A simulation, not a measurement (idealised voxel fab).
Process module, titled voxel ribs on slabs
Shown is cross-section cut, with a width of 275 nm and square cells of size 5 nm.
This document writes a cross-section as a grid whose cells are square, and gives it as bands, listed from the top down; one or more rows of cells form a band. Per band: top height and bottom height in nm, followed by the left-to-right materials and their widths in nm; "throughout" marks a single material spanning edge to edge, "empty" marks empty space. Ref level 0: as-received wafer is one material below here. Bottom band extends down with no lower bound ("z 0 and below"). A width given as "30->40" starts at the first number in the band's top row and ends at the second number in its bottom row, shifting by an equal amount at every step from row to row. "no alteration" -> step changed no cross-section cell. "Closed empty spaces" enumerates empty spaces isolated from the top, with no open way to it, that contain at least 8 cells, giving each as width x height at distance from the left edge, all three in nm. Heads up: the bit after the settings on a step's line is the simulator's remark on that step. The line of a step may include "overlay nm". On a step with a mask, this value is how far to the right of its planned place the mask lay. A negative value means the mask lay to the left.

Planned step list for the process
1. op RECEIVE | material Si
2. op DIRECTIONAL_DEP | material SiO2 | thk nm 30
3. op DIRECTIONAL_DEP | material polySi | thk nm 25
4. op MASKED_ETCH | tone cover | mask id RIB | width nm 20 | etch materials polySi | depth nm 5 | overlay nm 0
5. op MASKED_ETCH | tone cover | mask id SLAB | width nm 80 | etch materials polySi | depth nm 20 | overlay nm 0
6. op FILL_DEP | material SiO2 | thk nm 20
7. op CMP | height nm 70
8. op DIRECTIONAL_DEP | material TiN | thk nm 10
9. op MASKED_ETCH | tone cover | mask id HEATER | width nm 30 | etch materials TiN | depth nm 10 | overlay nm 0
10. op CONFORMAL_DEP | material SiN | thk nm 5
Every wafer here starts from the same state; it is the step 10 thk nm that distinguishes them, and the value the plan gives belongs to the first wafer.

Cut through the first of several wafers as received, post step 1
z 0 and below | Si throughout
Closed empty spaces: none

End of module: cross-section of the first of several wafers after step 10, the last step
z 85 to 80 | empty 115 nm | SiN 40 nm | empty 120 nm
z 80 to 75 | empty 115 nm | SiN 5 nm | TiN 30 nm | SiN 5 nm | empty 120 nm
z 75 to 70 | SiN 120 nm | TiN 30 nm | SiN 125 nm
z 70 to 55 | SiO2 throughout
z 55 to 50 | SiO2 125 nm | polySi 20 nm | SiO2 130 nm
z 50 to 30 | SiO2 95 nm | polySi 80 nm | SiO2 100 nm
z 30 to 0 | SiO2 throughout
z 0 and below | Si throughout
Closed empty spaces: none

Sectional view of the last wafer upon completion of the module
z 105 to 95 | empty 95 nm | SiN 80 nm | empty 100 nm
z 95 to 80 | SiN throughout
z 80 to 70 | SiN 120 nm | TiN 30 nm | SiN 125 nm
z 70 to 55 | SiO2 throughout
z 55 to 50 | SiO2 125 nm | polySi 20 nm | SiO2 130 nm
z 50 to 30 | SiO2 95 nm | polySi 80 nm | SiO2 100 nm
z 30 to 0 | SiO2 throughout
z 0 and below | Si throughout
Closed empty spaces: none

Wafer rows, end of module: cells per material gained (+) or lost (-) since receipt; closed voids last
thk nm 5; +59 SiN; +702 SiO2; +12 TiN; +68 polySi; Closed empty spaces: none
thk nm 10; +118 SiN; +702 SiO2; +12 TiN; +68 polySi; Closed empty spaces: none
thk nm 15; +177 SiN; +702 SiO2; +12 TiN; +68 polySi; Closed empty spaces: none
thk nm 20; +236 SiN; +702 SiO2; +12 TiN; +68 polySi; Closed empty spaces: none
thk nm 25; +295 SiN; +702 SiO2; +12 TiN; +68 polySi; Closed empty spaces: none
